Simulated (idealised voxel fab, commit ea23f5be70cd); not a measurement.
Process module heading - voxel capacitor over wiring
Cross-sectional view cut (width: 200 nm; square cell size: 5 nm).
A cross-section is a grid of square cells, given in bands from the top down. A band is one or more rows of cells. This entry defines a band. It first specifies the height of the band's top and the height of its bottom in nm, and then specifies the band's materials from left to right, stating each material with its width in nm. The word "full width" identifies a single material that fills the band from edge to edge, while the word "blank" identifies empty space. We count height from 0. Below that, the starting wafer is all one material. The lowest band never ends at the bottom but goes on down; see "from 0 down" for how that is written. Think of "30->40" as a width that walks from the first number to the second as you go down the band, top row to bottom row, taking equal-sized steps from row to row. It should be understood that the words "same as before", when stated for a given step, signify that the cross-section underwent no change in any of its cells during that step. Heads up: "Completely sealed voids" only lists the empty pockets with no open path to the top that are 8 cells or more, and it writes them as width x height at distance, distance from the left edge, in nm. Post-settings text on a step line: simulator's own remark regarding the step. overlay nm: mask offset rightward from planned place, masked step; negative means leftward offset.
# Listed below are the process steps as planned
1 RECEIVE (material Si)
2 CONFORMAL_DEP (material SiO2; thk nm 15)
3 CONFORMAL_DEP (material SiCN; thk nm 5)
4 DIRECTIONAL_DEP (material lowk; thk nm 20)
5 PATTERN (tone open; mask id METAL_1; material resist; width nm 30; pitch nm 80; thk nm 20; overlay nm 0)
6 DIRECTIONAL_ETCH (etch materials lowk; depth nm 20)
7 DIRECTIONAL_ETCH (etch materials SiCN; depth nm 5)
8 STRIP (etch materials resist)
9 CONFORMAL_DEP (material TiN; thk nm 5)
10 FILL_DEP (material Cu; thk nm 5)
11 CMP (height nm 40)
12 CONFORMAL_DEP (material SiCN; thk nm 5)
13 DIRECTIONAL_DEP (material lowk; thk nm 10)
14 MASKED_ETCH (tone open; mask id PLUG_1; width nm 15; etch materials lowk; depth nm 10; overlay nm 0)
15 MASKED_ETCH (tone open; mask id PLUG_1; width nm 15; etch materials SiCN; depth nm 5; overlay nm 0)
16 EPI (material Ru; thk nm 10)
17 EPI (material Ru; thk nm 5)
18 DIRECTIONAL_DEP (material TiN; thk nm 10)
19 DIRECTIONAL_DEP (material Al2O3; thk nm 5)
20 DIRECTIONAL_DEP (material TiN; thk nm 5)
21 PATTERN (tone cover; mask id UPPER_PLATE; material resist; width nm 55; thk nm 15; overlay nm 0)
22 DIRECTIONAL_ETCH (etch materials TiN; depth nm 5)
23 DIRECTIONAL_ETCH (etch materials Al2O3; depth nm 5)
24 STRIP (etch materials resist)
25 MASKED_ETCH (tone cover; mask id LOWER_PLATE; width nm 65; etch materials TiN; depth nm 10; overlay nm 0)
26 FILL_DEP (material SiO2; thk nm 15)
27 CMP (height nm 85)
28 PATTERN (tone open; mask id PLUG_2; material resist; width nm 15; thk nm 15; overlay nm 0)
29 DIRECTIONAL_ETCH (etch materials SiO2; depth nm 10)
30 STRIP (etch materials resist)
31 CONFORMAL_DEP (material TiN; thk nm 5)
32 FILL_DEP (material W; thk nm 10)
33 CMP (height nm 85)
34 CONFORMAL_DEP (material SiN; thk nm 5)
# As-received wafer cross-section (after step 1)
    from 0 down  Si full width
    Completely sealed voids: none
# Cross-section, first of two wafers, end of module, run as planned
    from 90 to 85  SiN full width
    from 85 to 80  SiO2 70 nm, then TiN 5 nm, then W 5 nm, then TiN 5 nm, then SiO2 115 nm
    from 80 to 70  SiO2 70->60 nm, then TiN 15->55 nm, then SiO2 115->85 nm
    from 70 to 65  SiO2 60 nm, then Al2O3 55 nm, then SiO2 85 nm
    from 65 to 55  SiO2 55 nm, then TiN 65 nm, then SiO2 80 nm
    from 55 to 45  lowk 60 nm, then Ru 15 nm, then lowk 125 nm
    from 45 to 40  SiCN 60 nm, then Ru 15 nm, then SiCN 125 nm
    from 40 to 20  lowk 45 nm, then TiN 5 nm, then Cu 20 nm, then TiN 5 nm, then lowk 50 nm, then TiN 5 nm, then Cu 20 nm, then TiN 5 nm, then lowk 45 nm
    from 20 to 15  SiCN 45 nm, then TiN 30 nm, then SiCN 50 nm, then TiN 30 nm, then SiCN 45 nm
    from 15 to 0  SiO2 full width
    from 0 down  Si full width
    Completely sealed voids: none
# This cross-section belongs to the second wafer of two at the end of the module; the start and the plan were shared with the first, and the run included one mistake
    from 90 to 85  SiN full width
    from 85 to 80  SiO2 70 nm, then TiN 5 nm, then W 5 nm, then TiN 5 nm, then SiO2 115 nm
    from 80 to 75  SiO2 70 nm, then TiN 15 nm, then SiO2 115 nm
    from 75 to 70  SiO2 55 nm, then TiN 5 nm, then SiO2 55 nm, then TiN 5 nm, then SiO2 80 nm
    from 70 to 65  Al2O3 60 nm, then SiO2 55 nm, then Al2O3 85 nm
    from 65 to 55  TiN full width
    from 55 to 45  lowk 60 nm, then Ru 15 nm, then lowk 125 nm
    from 45 to 40  SiCN 60 nm, then Ru 15 nm, then SiCN 125 nm
    from 40 to 20  lowk 45 nm, then TiN 5 nm, then Cu 20 nm, then TiN 5 nm, then lowk 50 nm, then TiN 5 nm, then Cu 20 nm, then TiN 5 nm, then lowk 45 nm
    from 20 to 15  SiCN 45 nm, then TiN 30 nm, then SiCN 50 nm, then TiN 30 nm, then SiCN 45 nm
    from 15 to 0  SiO2 full width
    from 0 down  Si full width
    Completely sealed voids: none
Misprocessing identified: step 21 off recipe, ran as PATTERN (tone open; mask id UPPER_PLATE; material resist; width nm 55; thk nm 15; overlay nm 0)
Final cells, second wafer relative to first, materials higher or lower: 18 more of Al2O3, 63 fewer of SiO2, 45 more of TiN
